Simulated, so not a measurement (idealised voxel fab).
Title: Process Module voxel fin reveal
Cross-section cut: width 150 nm, square cells of 5 nm.
Cross-section, as written here: a square-cell grid given band by band from the top down, where a band holds one or more rows of cells.
Heads up on the band format: heights come first, top then bottom, in nm. After that it's the materials left to right, each with its width in nm. A single material flagged "throughout" fills the whole band edge to edge, and "air" means there's empty space there.
Zero point of the height axis is 0; under it, received wafer = one material. Lowest band: continues down indefinitely, "0 down".
A width given as "30..40" starts at the first number in the band's top row and ends at the second number in its bottom row, shifting by an equal amount at every step from row to row.
Step note "nothing different" = no cross-section cell changed.
Empty spaces counting at least 8 cells and having no open way to the top are listed in "Closed internal voids". The notation width x height at distance is used for each, the distance being from the left edge and all three values in nm.
The remark found on a step's line after its settings is issued by the simulator itself and pertains to that step.
overlay nm: for a step with a mask, the amount by which the mask lay right of where it was planned; a negative amount means left of it.

So here's the lineup of process steps we planned:
1 RECEIVE, material Si
2 CONFORMAL_DEP, material SiN, thk nm 10
3 PATTERN, tone cover, mask id FINS, material resist, width nm 15, pitch nm 40, thk nm 15, overlay nm 0
4 DIRECTIONAL_ETCH, etch materials SiN, depth nm 10
5 DIRECTIONAL_ETCH, etch materials Si, depth nm 30
6 STRIP, etch materials resist
7 FILL_DEP, material SiO2, thk nm 5
8 CMP, height nm 10
9 SELECTIVE_ETCH, etch materials SiO2, depth nm 25
10 STRIP, etch materials SiN
11 CONFORMAL_DEP, material HfO2, thk nm 5

First of the two wafers, run per plan:

Cross-section: wafer on arrival = after step 1:
	0 down  Si throughout
	Closed internal voids: none

Step 2 done - wafer cross-section:
	10 to 0  SiN throughout
	Whatever lies below 0 is exactly as it was before.

Step 3 done - wafer cross-section:
	25 to 10  air (25); resist (15); air (25); resist (15); air (25); resist (15); air (30)
	Whatever lies below 10 is exactly as it was before.

Step 4 done - wafer cross-section:
	25 to 10  air (25); resist (15); air (25); resist (15); air (25); resist (15); air (30)
	10 to 0  air (25); SiN (15); air (25); SiN (15); air (25); SiN (15); air (30)
	Whatever lies below 0 is exactly as it was before.

Step 5 done - wafer cross-section:
	25 to 10  air (25); resist (15); air (25); resist (15); air (25); resist (15); air (30)
	10 to 0  air (25); SiN (15); air (25); SiN (15); air (25); SiN (15); air (30)
	0 to -30  air (25); Si (15); air (25); Si (15); air (25); Si (15); air (30)
	Whatever lies below -30 is exactly as it was before.

Step 6 done - wafer cross-section:
	10 to 0  air (25); SiN (15); air (25); SiN (15); air (25); SiN (15); air (30)
	Whatever lies below 0 is exactly as it was before.

Step 7 done - wafer cross-section:
	15 to 10  SiO2 throughout
	10 to 0  SiO2 (25); SiN (15); SiO2 (25); SiN (15); SiO2 (25); SiN (15); SiO2 (30)
	0 to -30  SiO2 (25); Si (15); SiO2 (25); Si (15); SiO2 (25); Si (15); SiO2 (30)
	Whatever lies below -30 is exactly as it was before.

Step 8 done - wafer cross-section:
	10 to 0  SiO2 (25); SiN (15); SiO2 (25); SiN (15); SiO2 (25); SiN (15); SiO2 (30)
	Whatever lies below 0 is exactly as it was before.

Step 9 done - wafer cross-section:
	10 to 0  air (25); SiN (15); air (25); SiN (15); air (25); SiN (15); air (30)
	0 to -15  air (25); Si (15); air (25); Si (15); air (25); Si (15); air (30)
	Whatever lies below -15 is exactly as it was before.

Step 10 done - wafer cross-section:
	0 to -15  air (25); Si (15); air (25); Si (15); air (25); Si (15); air (30)
	Whatever lies below -15 is exactly as it was before.

Step 11 done - wafer cross-section:
	5 to 0  air (20); HfO2 (25); air (15); HfO2 (25); air (15); HfO2 (25); air (25)
	0 to -10  air (20); HfO2 (5); Si (15); HfO2 (5); air (15); HfO2 (5); Si (15); HfO2 (5); air (15); HfO2 (5); Si (15); HfO2 (5); air (25)
	-10 to -15  HfO2 (25); Si (15); HfO2 (25); Si (15); HfO2 (25); Si (15); HfO2 (30)
	Whatever lies below -15 is exactly as it was before.

Companion wafer, the second of two: same beginning, same intended sequence, one mistake in carrying it out; through step 10 inclusive it tracks the first exactly:

when step 11 should have ended:
	15 to 0  air (10); HfO2 (125); air (15)
	0 to -15  HfO2 (25); Si (15); HfO2 (25); Si (15); HfO2 (25); Si (15); HfO2 (30)
	Whatever lies below -15 is exactly as it was before.
What was the processing mistake? step 11, actual vs plan mismatch, actual run CONFORMAL_DEP, material HfO2, thk nm 15
Wrapping up, a cell-based count of both wafers puts the second over or under the first for these materials: HfO2: 90 more
